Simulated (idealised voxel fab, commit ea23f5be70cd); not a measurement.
process module | voxel wiring stack
cross-section cut | 200 nm wide | cells 5 nm
A cross-section is a grid of square cells, given in bands from the top down. A band is one or more rows of cells.
Each band's line starts with the height of the band's top and of its bottom, in nm. Then come its materials from left to right, each with its width in nm. One material with "throughout" fills the band from edge to edge. "air" is empty space.
Height 0 is the level under which the wafer as received is all one material. The lowest band goes on downwards, as in "0 down".
A width such as "30 to 40" changes by the same amount from each row of cells to the next, from the band's top row to its bottom row.
"no change" after a step means that no cell of the cross-section changed.
closed voids: empty space of 8 cells or more with no open way to the top, each as width x height at its distance from the left edge, in nm
after a step's settings: what the simulator itself notes on the step
overlay nm, on a step with a mask: how far to the right of its planned place the mask lay; to the left if negative
plan
1 op RECEIVE | material Si
2 op CONFORMAL_DEP | material SiO2 | thk nm 15
3 op DIRECTIONAL_DEP | material TiN | thk nm 5
4 op DIRECTIONAL_DEP | material Ru | thk nm 15
5 op MASKED_ETCH | tone cover | mask id METAL_1 | width nm 30 | pitch nm 60 | etch materials Ru | depth nm 15 | overlay nm 0
6 op MASKED_ETCH | tone cover | mask id METAL_1 | width nm 30 | pitch nm 60 | etch materials TiN | depth nm 5 | overlay nm 0
7 op FILL_DEP | material lowk | thk nm 5
8 op CMP | height nm 35
9 op CONFORMAL_DEP | material SiCN | thk nm 5
10 op DIRECTIONAL_DEP | material lowk | thk nm 20
11 op PATTERN | tone open | mask id PLUG_1 | material resist | width nm 15 | pitch nm 60 | thk nm 15 | overlay nm 0
12 op DIRECTIONAL_ETCH | etch materials lowk | depth nm 20
13 op DIRECTIONAL_ETCH | etch materials SiCN | depth nm 5
14 op STRIP | etch materials resist
15 op CONFORMAL_DEP | material TiN | thk nm 5
16 op FILL_DEP | material Cu | thk nm 5
17 op CMP | height nm 60
18 op DIRECTIONAL_DEP | material TiN | thk nm 5
19 op DIRECTIONAL_DEP | material W | thk nm 15
20 op PATTERN | tone cover | mask id METAL_2 | material resist | width nm 30 | pitch nm 60 | thk nm 20 | overlay nm 0
21 op DIRECTIONAL_ETCH | etch materials W | depth nm 15
22 op DIRECTIONAL_ETCH | etch materials TiN | depth nm 5
23 op STRIP | etch materials resist
24 op CONFORMAL_DEP | material SiCN | thk nm 5
25 op FILL_DEP | material lowk | thk nm 10
26 op CMP | height nm 80
27 op CONFORMAL_DEP | material SiCN | thk nm 5
28 op DIRECTIONAL_DEP | material SiO2 | thk nm 20
29 op MASKED_ETCH | tone open | mask id PLUG_2 | width nm 15 | pitch nm 60 | etch materials SiO2 | depth nm 20 | overlay nm 0
30 op MASKED_ETCH | tone open | mask id PLUG_2 | width nm 15 | pitch nm 60 | etch materials SiCN | depth nm 5 | overlay nm 0
31 op EPI | material Ru | thk nm 10
32 op EPI | material Ru | thk nm 10
33 op EPI | material Ru | thk nm 5
34 op DIRECTIONAL_DEP | material TiN | thk nm 5
35 op DIRECTIONAL_DEP | material W | thk nm 25
36 op MASKED_ETCH | tone cover | mask id METAL_3 | width nm 30 | pitch nm 60 | etch materials W | depth nm 25 | overlay nm 0
37 op MASKED_ETCH | tone cover | mask id METAL_3 | width nm 30 | pitch nm 60 | etch materials TiN | depth nm 5 | overlay nm 0
38 op CONFORMAL_DEP | material SiN | thk nm 5
39 op FILL_DEP | material lowk | thk nm 10
40 op CMP | height nm 135
41 op CONFORMAL_DEP | material SiN | thk nm 5
as received, after step 1
  0 down: Si throughout
  closed voids: none
a wafer at the end: this start, this plan, one mistake
  140 to 135: SiN throughout
  135 to 125: lowk 65 | SiN 5 | W 15 | SiN 5 | lowk 35 | SiN 5 | W 15 | SiN 5 | lowk 50
  125 to 120: lowk 50 | SiN 20 | W 15 | SiN 5 | lowk 20 | SiN 20 | W 15 | SiN 5 | lowk 50
  120 to 115: SiN 55 | W 15 | TiN 15 | SiN 30 | W 15 | TiN 15 | SiN 55
  115 to 95: SiO2 55 | W 15 | SiO2 45 | W 15 | SiO2 70
  95 to 90: SiCN 55 | TiN 15 | SiCN 45 | TiN 15 | SiCN 70
  90 to 80: SiCN throughout
  80 to 65: lowk 50 | SiCN 5 | W 30 | SiCN 5 | lowk 20 | SiCN 5 | W 30 | SiCN 5 | lowk 50
  65 to 60: SiCN 55 | TiN 30 | SiCN 30 | TiN 30 | SiCN 55
  60 to 40: lowk 55 | TiN 5 | Cu 5 | TiN 5 | lowk 45 | TiN 5 | Cu 5 | TiN 5 | lowk 70
  40 to 35: SiCN 55 | TiN 15 | SiCN 45 | TiN 15 | SiCN 70
  35 to 20: lowk 55 | Ru 30 | lowk 30 | Ru 30 | lowk 55
  20 to 15: lowk 55 | TiN 30 | lowk 30 | TiN 30 | lowk 55
  15 to 0: SiO2 throughout
  0 down: Si throughout
  closed voids: none
what went wrong: step 27 ran as: op CONFORMAL_DEP | material SiCN | thk nm 15
